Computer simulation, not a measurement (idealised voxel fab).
You're looking at the process module voxel gate over fins.
Square cell edge 5 nm, section width 215 nm, ID cut.
Heads up, the way a cross-section reads in here is a grid of square cells, handed over as bands from the top down, with every band being one or more rows of cells. What a band's entry tells you: where the top is and where the bottom is, as heights in nm, and after that what lies inside, material by material from left to right, each with its width in nm. Empty space is written as the word "air", and a single material marked with the word "edge to edge" occupies the band from edge to edge. Heights from 0 (as-received wafer is one material below). Bottom band endless downward, as "0 down". So if you see something like "30->40" for the width, read it as the top row of the band sitting at the first number and the bottom row at the second, with every row in between moving by the same amount as the last. Given "nothing was modified" for a step, no cell of the cross-section differs between before and after that step. Each empty space that has no open way to the top and spans at least 8 cells appears under "Fully sealed voids" as width x height at distance, the distance counted from the left edge, all in nm. What comes after the settings on a step's line is commentary from the simulator itself on that step. "overlay nm" on a masked step: distance the mask lay right of its planned place, negative for left.

Set out below are the planned steps of the process
| 1 | RECEIVE with material Si |
| 2 | CONFORMAL_DEP with material SiN, thk nm 10 |
| 3 | DIRECTIONAL_DEP with material aC, thk nm 10 |
| 4 | PATTERN with tone cover, mask id FINS, material resist, width nm 15, pitch nm 35, thk nm 30, overlay nm 0 |
| 5 | DIRECTIONAL_ETCH with etch materials aC, depth nm 10 |
| 6 | STRIP with etch materials resist |
| 7 | DIRECTIONAL_ETCH with etch materials SiN, depth nm 10 |
| 8 | DIRECTIONAL_ETCH with etch materials Si, depth nm 35 |
| 9 | STRIP with etch materials aC |
| 10 | FILL_DEP with material SiO2, thk nm 15 |
| 11 | CMP with height nm 10 |
| 12 | SELECTIVE_ETCH with etch materials SiO2, depth nm 20 |
| 13 | STRIP with etch materials SiN |
| 14 | CONFORMAL_DEP with material HfO2, thk nm 5 |
| 15 | CONFORMAL_DEP with material TiN, thk nm 5 |
| 16 | CONFORMAL_DEP with material TiAl, thk nm 5 |
| 17 | CONFORMAL_DEP with material TiN, thk nm 5 |
| 18 | FILL_DEP with material W, thk nm 10 |
| 19 | CMP with height nm 25 |
| 20 | CONFORMAL_DEP with material SiN, thk nm 10 |

Concerning the first of two wafers, which was run in accordance with the plan

So this is the incoming wafer in cross-section - it's already been through step 1
	0 down: Si edge to edge
	Fully sealed voids: none

State of the wafer after step 2, shown in cross-section
	10 to 0: SiN edge to edge
	Note: structure below 0 unchanged.

State of the wafer after step 3, shown in cross-section
	20 to 10: aC edge to edge
	Note: structure below 10 unchanged.

State of the wafer after step 4, shown in cross-section
	50 to 20: air (80), resist (15), air (20), resist (15), air (85)
	Note: structure below 20 unchanged.

State of the wafer after step 5, shown in cross-section
	40 to 20: air (80), resist (15), air (20), resist (15), air (85)
	20 to 10: air (80), aC (15), air (20), aC (15), air (85)
	Note: structure below 10 unchanged.

State of the wafer after step 6, shown in cross-section
	20 to 10: air (80), aC (15), air (20), aC (15), air (85)
	Note: structure below 10 unchanged.

State of the wafer after step 7, shown in cross-section
	20 to 10: air (80), aC (15), air (20), aC (15), air (85)
	10 to 0: air (80), SiN (15), air (20), SiN (15), air (85)
	Note: structure below 0 unchanged.

State of the wafer after step 8, shown in cross-section
	20 to 10: air (80), aC (15), air (20), aC (15), air (85)
	10 to 0: air (80), SiN (15), air (20), SiN (15), air (85)
	0 to -35: air (80), Si (15), air (20), Si (15), air (85)
	Note: structure below -35 unchanged.

State of the wafer after step 9, shown in cross-section
	10 to 0: air (80), SiN (15), air (20), SiN (15), air (85)
	Note: structure below 0 unchanged.

State of the wafer after step 10, shown in cross-section
	25 to 10: SiO2 edge to edge
	10 to 0: SiO2 (80), SiN (15), SiO2 (20), SiN (15), SiO2 (85)
	0 to -35: SiO2 (80), Si (15), SiO2 (20), Si (15), SiO2 (85)
	Note: structure below -35 unchanged.

State of the wafer after step 11, shown in cross-section
	10 to 0: SiO2 (80), SiN (15), SiO2 (20), SiN (15), SiO2 (85)
	Note: structure below 0 unchanged.

State of the wafer after step 12, shown in cross-section
	10 to 0: air (80), SiN (15), air (20), SiN (15), air (85)
	0 to -10: air (80), Si (15), air (20), Si (15), air (85)
	Note: structure below -10 unchanged.

State of the wafer after step 13, shown in cross-section
	0 to -10: air (80), Si (15), air (20), Si (15), air (85)
	Note: structure below -10 unchanged.

State of the wafer after step 14, shown in cross-section
	5 to 0: air (75), HfO2 (25), air (10), HfO2 (25), air (80)
	0 to -5: air (75), HfO2 (5), Si (15), HfO2 (5), air (10), HfO2 (5), Si (15), HfO2 (5), air (80)
	-5 to -10: HfO2 (80), Si (15), HfO2 (20), Si (15), HfO2 (85)
	Note: structure below -10 unchanged.

State of the wafer after step 15, shown in cross-section
	10 to 5: air (70), TiN (70), air (75)
	5 to 0: air (70), TiN (5), HfO2 (25), TiN (10), HfO2 (25), TiN (5), air (75)
	0 to -5: TiN (75), HfO2 (5), Si (15), HfO2 (5), TiN (10), HfO2 (5), Si (15), HfO2 (5), TiN (80)
	Note: structure below -5 unchanged.

State of the wafer after step 16, shown in cross-section
	15 to 10: air (65), TiAl (80), air (70)
	10 to 5: air (65), TiAl (5), TiN (70), TiAl (5), air (70)
	5 to 0: TiAl (70), TiN (5), HfO2 (25), TiN (10), HfO2 (25), TiN (5), TiAl (75)
	Note: structure below 0 unchanged.

State of the wafer after step 17, shown in cross-section
	20 to 15: air (60), TiN (90), air (65)
	15 to 10: air (60), TiN (5), TiAl (80), TiN (5), air (65)
	10 to 5: TiN (65), TiAl (5), TiN (70), TiAl (5), TiN (70)
	Note: structure below 5 unchanged.

State of the wafer after step 18, shown in cross-section
	30 to 20: W edge to edge
	20 to 15: W (60), TiN (90), W (65)
	15 to 10: W (60), TiN (5), TiAl (80), TiN (5), W (65)
	Note: structure below 10 unchanged.

State of the wafer after step 19, shown in cross-section
	25 to 20: W edge to edge
	Note: structure below 20 unchanged.

State of the wafer after step 20, shown in cross-section
	35 to 25: SiN edge to edge
	Note: structure below 25 unchanged.

Regarding the second of the two wafers: it shared the first wafer's starting condition and process plan, yet one error occurred during its execution. Its history coincides with that of the first wafer up to and including step 19

Second wafer shown in cross-section at the time step 20 was slated to end
	40 to 25: SiN edge to edge
	Note: structure below 25 unchanged.
Heads up, the wafer didn't run the way we planned it: off-plan run, step 20, actual operation and settings CONFORMAL_DEP with material SiN, thk nm 15
It is noted that, at the conclusion of processing, the second wafer exhibits a higher or lower cell count for certain materials relative to the first: SiN: 43 more
